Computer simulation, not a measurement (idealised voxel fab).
Proc. module: voxel capacitor over wiring
Section cut is 290 nm wide and gridded with 5 nm square cells.
How to read a cross-section here: the picture is a grid of square cells, written as bands going from the top down, and any band can span one or more rows of cells.
Per band: top height and bottom height in nm, followed by the left-to-right materials and their widths in nm; "full width" marks a single material spanning edge to edge, "air" marks empty space.
Heights are reckoned from 0. Under this level, the received wafer is all of one material. The bottommost band is open-ended downward, for example "0 -> down".
Top row gets the first number, bottom row gets the second, and each row in between changes by the same step: that is how a band width like "30 to 40" works.
You'll sometimes find "remained the same" written for a step, and that's the way of saying that nowhere in the cross-section did a cell change during that step.
Sealed cavities: empty space of 8 cells or more with no open way to the top, each as width x height at its distance from the left edge, in nm
Heads up: the bit after the settings on a step's line is the simulator's remark on that step.
overlay nm: for a step with a mask, the amount by which the mask lay right of where it was planned; a negative amount means left of it.
**Process steps foreseen in the plan**
step 1: RECEIVE,material Si
step 2: CONFORMAL_DEP,material SiO2,thk nm 15
step 3: DIRECTIONAL_DEP,material TiN,thk nm 5
step 4: DIRECTIONAL_DEP,material Ru,thk nm 20
step 5: DIRECTIONAL_DEP,material aC,thk nm 15
step 6: PATTERN,tone cover,mask id METAL_1,material resist,width nm 30,pitch nm 95,thk nm 35,overlay nm 0
step 7: DIRECTIONAL_ETCH,etch materials aC,depth nm 15
step 8: STRIP,etch materials resist
step 9: DIRECTIONAL_ETCH,etch materials Ru,depth nm 20
step 10: DIRECTIONAL_ETCH,etch materials TiN,depth nm 5
step 11: STRIP,etch materials aC
step 12: FILL_DEP,material lowk,thk nm 5
step 13: CMP,height nm 40
step 14: CONFORMAL_DEP,material SiCN,thk nm 5
step 15: DIRECTIONAL_DEP,material SiO2,thk nm 15
step 16: DIRECTIONAL_DEP,material aC,thk nm 10
step 17: PATTERN,tone open,mask id PLUG_1,material resist,width nm 15,thk nm 25,overlay nm 0
step 18: DIRECTIONAL_ETCH,etch materials aC,depth nm 10
step 19: STRIP,etch materials resist
step 20: DIRECTIONAL_ETCH,etch materials SiO2,depth nm 15
step 21: DIRECTIONAL_ETCH,etch materials SiCN,depth nm 5
step 22: STRIP,etch materials aC
step 23: CONFORMAL_DEP,material TiN,thk nm 5
step 24: FILL_DEP,material Cu,thk nm 10
step 25: CMP,height nm 60
step 26: DIRECTIONAL_DEP,material TiN,thk nm 10
step 27: DIRECTIONAL_DEP,material Al2O3,thk nm 5
step 28: DIRECTIONAL_DEP,material TiN,thk nm 10
step 29: PATTERN,tone cover,mask id UPPER_PLATE,material resist,width nm 70,thk nm 15,overlay nm 0
step 30: DIRECTIONAL_ETCH,etch materials TiN,depth nm 10
step 31: DIRECTIONAL_ETCH,etch materials Al2O3,depth nm 5
step 32: STRIP,etch materials resist
step 33: MASKED_ETCH,tone cover,mask id LOWER_PLATE,width nm 80,etch materials TiN,depth nm 10,overlay nm 0
step 34: FILL_DEP,material SiO2,thk nm 20
step 35: CMP,height nm 100
step 36: MASKED_ETCH,tone open,mask id PLUG_2,width nm 15,etch materials SiO2,depth nm 15,overlay nm 0
step 37: CONFORMAL_DEP,material TiN,thk nm 5
step 38: FILL_DEP,material W,thk nm 10
step 39: CMP,height nm 100
step 40: CONFORMAL_DEP,material SiN,thk nm 5
**Below: the first of two wafers, run as planned**
**Step 1 complete: cross-section of the wafer as received**
* 0 -> down | Si full width
* Sealed cavities: none
**Once step 2 is through, the wafer looks like this in cross-section**
* 15 -> 0 | SiO2 full width
* At heights below 0, the structure remains unaltered.
**Once step 3 is through, the wafer looks like this in cross-section**
* 20 -> 15 | TiN full width
* At heights below 15, the structure remains unaltered.
**Once step 4 is through, the wafer looks like this in cross-section**
* 40 -> 20 | Ru full width
* At heights below 20, the structure remains unaltered.
**Once step 5 is through, the wafer looks like this in cross-section**
* 55 -> 40 | aC full width
* At heights below 40, the structure remains unaltered.
**Once step 6 is through, the wafer looks like this in cross-section**
* 90 -> 55 | 80 of air, then 30 of resist, then 65 of air, then 30 of resist, then 85 of air
* At heights below 55, the structure remains unaltered.
**Once step 7 is through, the wafer looks like this in cross-section**
* 75 -> 55 | 80 of air, then 30 of resist, then 65 of air, then 30 of resist, then 85 of air
* 55 -> 40 | 80 of air, then 30 of aC, then 65 of air, then 30 of aC, then 85 of air
* At heights below 40, the structure remains unaltered.
**Once step 8 is through, the wafer looks like this in cross-section**
* 55 -> 40 | 80 of air, then 30 of aC, then 65 of air, then 30 of aC, then 85 of air
* At heights below 40, the structure remains unaltered.
**Once step 9 is through, the wafer looks like this in cross-section**
* 55 -> 40 | 80 of air, then 30 of aC, then 65 of air, then 30 of aC, then 85 of air
* 40 -> 20 | 80 of air, then 30 of Ru, then 65 of air, then 30 of Ru, then 85 of air
* At heights below 20, the structure remains unaltered.
**Once step 10 is through, the wafer looks like this in cross-section**
* 55 -> 40 | 80 of air, then 30 of aC, then 65 of air, then 30 of aC, then 85 of air
* 40 -> 20 | 80 of air, then 30 of Ru, then 65 of air, then 30 of Ru, then 85 of air
* 20 -> 15 | 80 of air, then 30 of TiN, then 65 of air, then 30 of TiN, then 85 of air
* At heights below 15, the structure remains unaltered.
**Once step 11 is through, the wafer looks like this in cross-section**
* 40 -> 20 | 80 of air, then 30 of Ru, then 65 of air, then 30 of Ru, then 85 of air
* At heights below 20, the structure remains unaltered.
**Once step 12 is through, the wafer looks like this in cross-section**
* 45 -> 40 | lowk full width
* 40 -> 20 | 80 of lowk, then 30 of Ru, then 65 of lowk, then 30 of Ru, then 85 of lowk
* 20 -> 15 | 80 of lowk, then 30 of TiN, then 65 of lowk, then 30 of TiN, then 85 of lowk
* At heights below 15, the structure remains unaltered.
**Once step 13 is through, the wafer looks like this in cross-section**
* 40 -> 20 | 80 of lowk, then 30 of Ru, then 65 of lowk, then 30 of Ru, then 85 of lowk
* At heights below 20, the structure remains unaltered.
**Once step 14 is through, the wafer looks like this in cross-section**
* 45 -> 40 | SiCN full width
* At heights below 40, the structure remains unaltered.
**Once step 15 is through, the wafer looks like this in cross-section**
* 60 -> 45 | SiO2 full width
* At heights below 45, the structure remains unaltered.
**Once step 16 is through, the wafer looks like this in cross-section**
* 70 -> 60 | aC full width
* At heights below 60, the structure remains unaltered.
**Once step 17 is through, the wafer looks like this in cross-section**
* 95 -> 70 | 95 of resist, then 15 of air, then 180 of resist
* At heights below 70, the structure remains unaltered.
**Once step 18 is through, the wafer looks like this in cross-section**
* 85 -> 70 | 95 of resist, then 15 of air, then 180 of resist
* 70 -> 60 | 95 of aC, then 15 of air, then 180 of aC
* At heights below 60, the structure remains unaltered.
**Once step 19 is through, the wafer looks like this in cross-section**
* 70 -> 60 | 95 of aC, then 15 of air, then 180 of aC
* At heights below 60, the structure remains unaltered.
**Once step 20 is through, the wafer looks like this in cross-section**
* 70 -> 60 | 95 of aC, then 15 of air, then 180 of aC
* 60 -> 45 | 95 of SiO2, then 15 of air, then 180 of SiO2
* At heights below 45, the structure remains unaltered.
**Once step 21 is through, the wafer looks like this in cross-section**
* 70 -> 60 | 95 of aC, then 15 of air, then 180 of aC
* 60 -> 45 | 95 of SiO2, then 15 of air, then 180 of SiO2
* 45 -> 40 | 95 of SiCN, then 15 of air, then 180 of SiCN
* At heights below 40, the structure remains unaltered.
**Once step 22 is through, the wafer looks like this in cross-section**
* 60 -> 45 | 95 of SiO2, then 15 of air, then 180 of SiO2
* At heights below 45, the structure remains unaltered.
**Once step 23 is through, the wafer looks like this in cross-section**
* 65 -> 60 | 100 of TiN, then 5 of air, then 185 of TiN
* 60 -> 45 | 95 of SiO2, then 5 of TiN, then 5 of air, then 5 of TiN, then 180 of SiO2
* 45 -> 40 | 95 of SiCN, then 15 of TiN, then 180 of SiCN
* At heights below 40, the structure remains unaltered.
**Once step 24 is through, the wafer looks like this in cross-section**
* 75 -> 65 | Cu full width
* 65 -> 60 | 100 of TiN, then 5 of Cu, then 185 of TiN
* 60 -> 45 | 95 of SiO2, then 5 of TiN, then 5 of Cu, then 5 of TiN, then 180 of SiO2
* At heights below 45, the structure remains unaltered.
**Once step 25 is through, the wafer looks like this in cross-section**
* 60 -> 45 | 95 of SiO2, then 5 of TiN, then 5 of Cu, then 5 of TiN, then 180 of SiO2
* At heights below 45, the structure remains unaltered.
**Once step 26 is through, the wafer looks like this in cross-section**
* 70 -> 60 | TiN full width
* At heights below 60, the structure remains unaltered.
**Once step 27 is through, the wafer looks like this in cross-section**
* 75 -> 70 | Al2O3 full width
* At heights below 70, the structure remains unaltered.
**Once step 28 is through, the wafer looks like this in cross-section**
* 85 -> 75 | TiN full width
* At heights below 75, the structure remains unaltered.
**Once step 29 is through, the wafer looks like this in cross-section**
* 100 -> 85 | 95 of air, then 70 of resist, then 125 of air
* At heights below 85, the structure remains unaltered.
**Once step 30 is through, the wafer looks like this in cross-section**
* 100 -> 85 | 95 of air, then 70 of resist, then 125 of air
* 85 -> 75 | 95 of air, then 70 of TiN, then 125 of air
* At heights below 75, the structure remains unaltered.
**Once step 31 is through, the wafer looks like this in cross-section**
* 100 -> 85 | 95 of air, then 70 of resist, then 125 of air
* 85 -> 75 | 95 of air, then 70 of TiN, then 125 of air
* 75 -> 70 | 95 of air, then 70 of Al2O3, then 125 of air
* At heights below 70, the structure remains unaltered.
**Once step 32 is through, the wafer looks like this in cross-section**
* 85 -> 75 | 95 of air, then 70 of TiN, then 125 of air
* At heights below 75, the structure remains unaltered.
**Once step 33 is through, the wafer looks like this in cross-section**
* 85 -> 75 | 95 of air, then 70 of TiN, then 125 of air
* 75 -> 70 | 95 of air, then 70 of Al2O3, then 125 of air
* 70 -> 60 | 90 of air, then 80 of TiN, then 120 of air
* At heights below 60, the structure remains unaltered.
**Once step 34 is through, the wafer looks like this in cross-section**
* 105 -> 85 | SiO2 full width
* 85 -> 75 | 95 of SiO2, then 70 of TiN, then 125 of SiO2
* 75 -> 70 | 95 of SiO2, then 70 of Al2O3, then 125 of SiO2
* 70 -> 60 | 90 of SiO2, then 80 of TiN, then 120 of SiO2
* At heights below 60, the structure remains unaltered.
**Once step 35 is through, the wafer looks like this in cross-section**
* 100 -> 85 | SiO2 full width
* At heights below 85, the structure remains unaltered.
**Once step 36 is through, the wafer looks like this in cross-section**
* 100 -> 85 | 105 of SiO2, then 15 of air, then 170 of SiO2
* At heights below 85, the structure remains unaltered.
**Once step 37 is through, the wafer looks like this in cross-section**
* 105 -> 100 | 110 of TiN, then 5 of air, then 175 of TiN
* 100 -> 90 | 105 of SiO2, then 5 of TiN, then 5 of air, then 5 of TiN, then 170 of SiO2
* 90 -> 85 | 105 of SiO2, then 15 of TiN, then 170 of SiO2
* At heights below 85, the structure remains unaltered.
**Once step 38 is through, the wafer looks like this in cross-section**
* 115 -> 105 | W full width
* 105 -> 100 | 110 of TiN, then 5 of W, then 175 of TiN
* 100 -> 90 | 105 of SiO2, then 5 of TiN, then 5 of W, then 5 of TiN, then 170 of SiO2
* At heights below 90, the structure remains unaltered.
**Once step 39 is through, the wafer looks like this in cross-section**
* 100 -> 90 | 105 of SiO2, then 5 of TiN, then 5 of W, then 5 of TiN, then 170 of SiO2
* At heights below 90, the structure remains unaltered.
**Once step 40 is through, the wafer looks like this in cross-section**
* 105 -> 100 | SiN full width
* At heights below 100, the structure remains unaltered.
**The second wafer: identical to the first at the outset and in its planned sequence, differing only in that one mistake was made during processing; up to and including step 28, its path is the first wafer's path**
**Second wafer, cross-section, planned end of step 29**
* 100 -> 85 | 95 of resist, then 70 of air, then 125 of resist
* At heights below 85, the structure remains unaltered.
**Second wafer, cross-section, planned end of step 30**
* 100 -> 85 | 95 of resist, then 70 of air, then 125 of resist
* 85 -> 75 | 95 of TiN, then 70 of air, then 125 of TiN
* At heights below 75, the structure remains unaltered.
**Second wafer, cross-section, planned end of step 31**
* 100 -> 85 | 95 of resist, then 70 of air, then 125 of resist
* 85 -> 75 | 95 of TiN, then 70 of air, then 125 of TiN
* 75 -> 70 | 95 of Al2O3, then 70 of air, then 125 of Al2O3
* At heights below 70, the structure remains unaltered.
**Second wafer, cross-section, planned end of step 32**
* 85 -> 75 | 95 of TiN, then 70 of air, then 125 of TiN
* At heights below 75, the structure remains unaltered.
**Second wafer, cross-section, planned end of step 33**
* 85 -> 75 | 90 of air, then 5 of TiN, then 70 of air, then 5 of TiN, then 120 of air
* At heights below 75, the structure remains unaltered.
**Second wafer, cross-section, planned end of step 34**
* 105 -> 85 | SiO2 full width
* 85 -> 75 | 90 of SiO2, then 5 of TiN, then 70 of SiO2, then 5 of TiN, then 120 of SiO2
* 75 -> 70 | 95 of Al2O3, then 70 of SiO2, then 125 of Al2O3
* At heights below 70, the structure remains unaltered.
**Second wafer, cross-section, planned end of step 35**
* 100 -> 85 | SiO2 full width
* At heights below 85, the structure remains unaltered.
**Second wafer, cross-section, planned end of step 36**
* 100 -> 85 | 105 of SiO2, then 15 of air, then 170 of SiO2
* At heights below 85, the structure remains unaltered.
**Second wafer, cross-section, planned end of step 37**
* 105 -> 100 | 110 of TiN, then 5 of air, then 175 of TiN
* 100 -> 90 | 105 of SiO2, then 5 of TiN, then 5 of air, then 5 of TiN, then 170 of SiO2
* 90 -> 85 | 105 of SiO2, then 15 of TiN, then 170 of SiO2
* At heights below 85, the structure remains unaltered.
**Second wafer, cross-section, planned end of step 38**
* 115 -> 105 | W full width
* 105 -> 100 | 110 of TiN, then 5 of W, then 175 of TiN
* 100 -> 90 | 105 of SiO2, then 5 of TiN, then 5 of W, then 5 of TiN, then 170 of SiO2
* At heights below 90, the structure remains unaltered.
**Second wafer, cross-section, planned end of step 39**
* 100 -> 90 | 105 of SiO2, then 5 of TiN, then 5 of W, then 5 of TiN, then 170 of SiO2
* At heights below 90, the structure remains unaltered.
**Second wafer, cross-section, planned end of step 40**
* 105 -> 100 | SiN full width
* At heights below 100, the structure remains unaltered.
The plan and the run diverged here: for step 29, the planned setting was not used; the step was instead run as PATTERN,tone open,mask id UPPER_PLATE,material resist,width nm 70,thk nm 15,overlay nm 0
Upon completion, the second wafer contains, in terms of cells, a greater or smaller amount of certain materials than the first wafer: +30 Al2O3 | -90 SiO2 | +60 TiN
